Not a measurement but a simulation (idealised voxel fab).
Proc. module: voxel gate over fins
This is section cut - it's 215 nm across, gridded in 5 nm square cells.
A cross-section in this document is a grid of square cells, and it is written down as bands, the top band listed before the ones below it; a band is made up of one or more rows of cells.
First you get the band's top height and its bottom height, in nm, and then the materials it's made of, left to right, with each width in nm. If you see a single material with "all across", that one covers the band edge to edge. "empty" is empty space.
Height is counted from the level 0, under which the received wafer is composed throughout of one material. The lowest of the bands is not closed at the bottom but continues downward, in the notation "from 0 down".
Top row gets the first number, bottom row gets the second, and each row in between changes by the same step: that is how a band width like "30..40" works.
For the purposes of this document, the phrase "no modifications" attached to a step denotes that no cell within the cross-section was modified by that step.
"Closed cavities" means: voids of 8 cells or more that are shut off from the top with no open way through. Written width x height at distance, distance from the left edge, in nm.
On each step's line, the part that comes after the settings is the simulator's own comment on the step.
The optional step-line setting "overlay nm" applies to steps with a mask and quantifies how far to the right of its planned location the mask lay, a negative value indicating leftward placement.
## Process steps foreseen in the plan
1: RECEIVE, material Si
2: CONFORMAL_DEP, material SiN, thk nm 10
3: DIRECTIONAL_DEP, material aC, thk nm 10
4: PATTERN, tone cover, mask id FINS, material resist, width nm 15, pitch nm 35, thk nm 30, overlay nm 0
5: DIRECTIONAL_ETCH, etch materials aC, depth nm 10
6: STRIP, etch materials resist
7: DIRECTIONAL_ETCH, etch materials SiN, depth nm 10
8: DIRECTIONAL_ETCH, etch materials Si, depth nm 35
9: STRIP, etch materials aC
10: FILL_DEP, material SiO2, thk nm 15
11: CMP, height nm 10
12: SELECTIVE_ETCH, etch materials SiO2, depth nm 20
13: STRIP, etch materials SiN
14: CONFORMAL_DEP, material HfO2, thk nm 5
15: CONFORMAL_DEP, material TiN, thk nm 5
16: CONFORMAL_DEP, material TiAl, thk nm 5
17: CONFORMAL_DEP, material TiN, thk nm 5
18: FILL_DEP, material W, thk nm 10
19: CMP, height nm 25
20: CONFORMAL_DEP, material SiN, thk nm 10
## First wafer, two in total, run as planned
## Received-state cross-section, reflecting completion of step 1
from 0 down  Si all across
Closed cavities: none
## Wafer section view after processing step 2
from 10 to 0  SiN all across
Lower than 0, everything is as it was.
## Wafer section view after processing step 3
from 20 to 10  aC all across
Lower than 10, everything is as it was.
## Wafer section view after processing step 4
from 50 to 20  empty 80 / resist 15 / empty 20 / resist 15 / empty 85
Lower than 20, everything is as it was.
## Wafer section view after processing step 5
from 40 to 20  empty 80 / resist 15 / empty 20 / resist 15 / empty 85
from 20 to 10  empty 80 / aC 15 / empty 20 / aC 15 / empty 85
Lower than 10, everything is as it was.
## Wafer section view after processing step 6
from 20 to 10  empty 80 / aC 15 / empty 20 / aC 15 / empty 85
Lower than 10, everything is as it was.
## Wafer section view after processing step 7
from 20 to 10  empty 80 / aC 15 / empty 20 / aC 15 / empty 85
from 10 to 0  empty 80 / SiN 15 / empty 20 / SiN 15 / empty 85
Lower than 0, everything is as it was.
## Wafer section view after processing step 8
from 20 to 10  empty 80 / aC 15 / empty 20 / aC 15 / empty 85
from 10 to 0  empty 80 / SiN 15 / empty 20 / SiN 15 / empty 85
from 0 to -35  empty 80 / Si 15 / empty 20 / Si 15 / empty 85
Lower than -35, everything is as it was.
## Wafer section view after processing step 9
from 10 to 0  empty 80 / SiN 15 / empty 20 / SiN 15 / empty 85
Lower than 0, everything is as it was.
## Wafer section view after processing step 10
from 25 to 10  SiO2 all across
from 10 to 0  SiO2 80 / SiN 15 / SiO2 20 / SiN 15 / SiO2 85
from 0 to -35  SiO2 80 / Si 15 / SiO2 20 / Si 15 / SiO2 85
Lower than -35, everything is as it was.
## Wafer section view after processing step 11
from 10 to 0  SiO2 80 / SiN 15 / SiO2 20 / SiN 15 / SiO2 85
Lower than 0, everything is as it was.
## Wafer section view after processing step 12
from 10 to 0  empty 80 / SiN 15 / empty 20 / SiN 15 / empty 85
from 0 to -10  empty 80 / Si 15 / empty 20 / Si 15 / empty 85
Lower than -10, everything is as it was.
## Wafer section view after processing step 13
from 0 to -10  empty 80 / Si 15 / empty 20 / Si 15 / empty 85
Lower than -10, everything is as it was.
## Wafer section view after processing step 14
from 5 to 0  empty 75 / HfO2 25 / empty 10 / HfO2 25 / empty 80
from 0 to -5  empty 75 / HfO2 5 / Si 15 / HfO2 5 / empty 10 / HfO2 5 / Si 15 / HfO2 5 / empty 80
from -5 to -10  HfO2 80 / Si 15 / HfO2 20 / Si 15 / HfO2 85
Lower than -10, everything is as it was.
## Wafer section view after processing step 15
from 10 to 5  empty 70 / TiN 70 / empty 75
from 5 to 0  empty 70 / TiN 5 / HfO2 25 / TiN 10 / HfO2 25 / TiN 5 / empty 75
from 0 to -5  TiN 75 / HfO2 5 / Si 15 / HfO2 5 / TiN 10 / HfO2 5 / Si 15 / HfO2 5 / TiN 80
Lower than -5, everything is as it was.
## Wafer section view after processing step 16
from 15 to 10  empty 65 / TiAl 80 / empty 70
from 10 to 5  empty 65 / TiAl 5 / TiN 70 / TiAl 5 / empty 70
from 5 to 0  TiAl 70 / TiN 5 / HfO2 25 / TiN 10 / HfO2 25 / TiN 5 / TiAl 75
Lower than 0, everything is as it was.
## Wafer section view after processing step 17
from 20 to 15  empty 60 / TiN 90 / empty 65
from 15 to 10  empty 60 / TiN 5 / TiAl 80 / TiN 5 / empty 65
from 10 to 5  TiN 65 / TiAl 5 / TiN 70 / TiAl 5 / TiN 70
Lower than 5, everything is as it was.
## Wafer section view after processing step 18
from 30 to 20  W all across
from 20 to 15  W 60 / TiN 90 / W 65
from 15 to 10  W 60 / TiN 5 / TiAl 80 / TiN 5 / W 65
Lower than 10, everything is as it was.
## Wafer section view after processing step 19
from 25 to 20  W all across
Lower than 20, everything is as it was.
## Wafer section view after processing step 20
from 35 to 25  SiN all across
Lower than 25, everything is as it was.
## What follows concerns the second wafer, which started out like the first and was meant to follow the very same plan; one mistake crept in when it was run, but everything up to and including step 9 is the same as for the first wafer
## Planned end of step 10: second wafer, cross-section
from 25 to 10  aC all across
from 10 to 0  aC 80 / SiN 15 / aC 20 / SiN 15 / aC 85
from 0 to -35  aC 80 / Si 15 / aC 20 / Si 15 / aC 85
Lower than -35, everything is as it was.
## Planned end of step 11: second wafer, cross-section
from 10 to 0  aC 80 / SiN 15 / aC 20 / SiN 15 / aC 85
Lower than 0, everything is as it was.
Planned end of step 12: second wafer, cross-section: no modifications
## Planned end of step 13: second wafer, cross-section
from 10 to 0  aC 80 / empty 15 / aC 20 / empty 15 / aC 85
Lower than 0, everything is as it was.
## Planned end of step 14: second wafer, cross-section
from 15 to 10  HfO2 85 / empty 5 / HfO2 30 / empty 5 / HfO2 90
from 10 to 5  aC 80 / HfO2 5 / empty 5 / HfO2 5 / aC 20 / HfO2 5 / empty 5 / HfO2 5 / aC 85
from 5 to 0  aC 80 / HfO2 15 / aC 20 / HfO2 15 / aC 85
Lower than 0, everything is as it was.
## Planned end of step 15: second wafer, cross-section
from 20 to 15  TiN all across
from 15 to 10  HfO2 85 / TiN 5 / HfO2 30 / TiN 5 / HfO2 90
from 10 to 5  aC 80 / HfO2 5 / TiN 5 / HfO2 5 / aC 20 / HfO2 5 / TiN 5 / HfO2 5 / aC 85
Lower than 5, everything is as it was.
## Planned end of step 16: second wafer, cross-section
from 25 to 20  TiAl all across
Lower than 20, everything is as it was.
## Planned end of step 17: second wafer, cross-section
from 30 to 25  TiN all across
Lower than 25, everything is as it was.
## Planned end of step 18: second wafer, cross-section
from 40 to 30  W all across
Lower than 30, everything is as it was.
## Planned end of step 19: second wafer, cross-section
from 25 to 20  TiAl all across
Lower than 20, everything is as it was.
## Planned end of step 20: second wafer, cross-section
from 35 to 25  SiN all across
Lower than 25, everything is as it was.
Nonconformance to the process plan: step 10 was processed under conditions differing from the plan, specifically as FILL_DEP, material aC, thk nm 15
Wrapping up, a cell-based count of both wafers puts the second over or under the first for these materials: -185 SiO2 | -4 TiAl | -51 TiN | -93 W | +333 aC
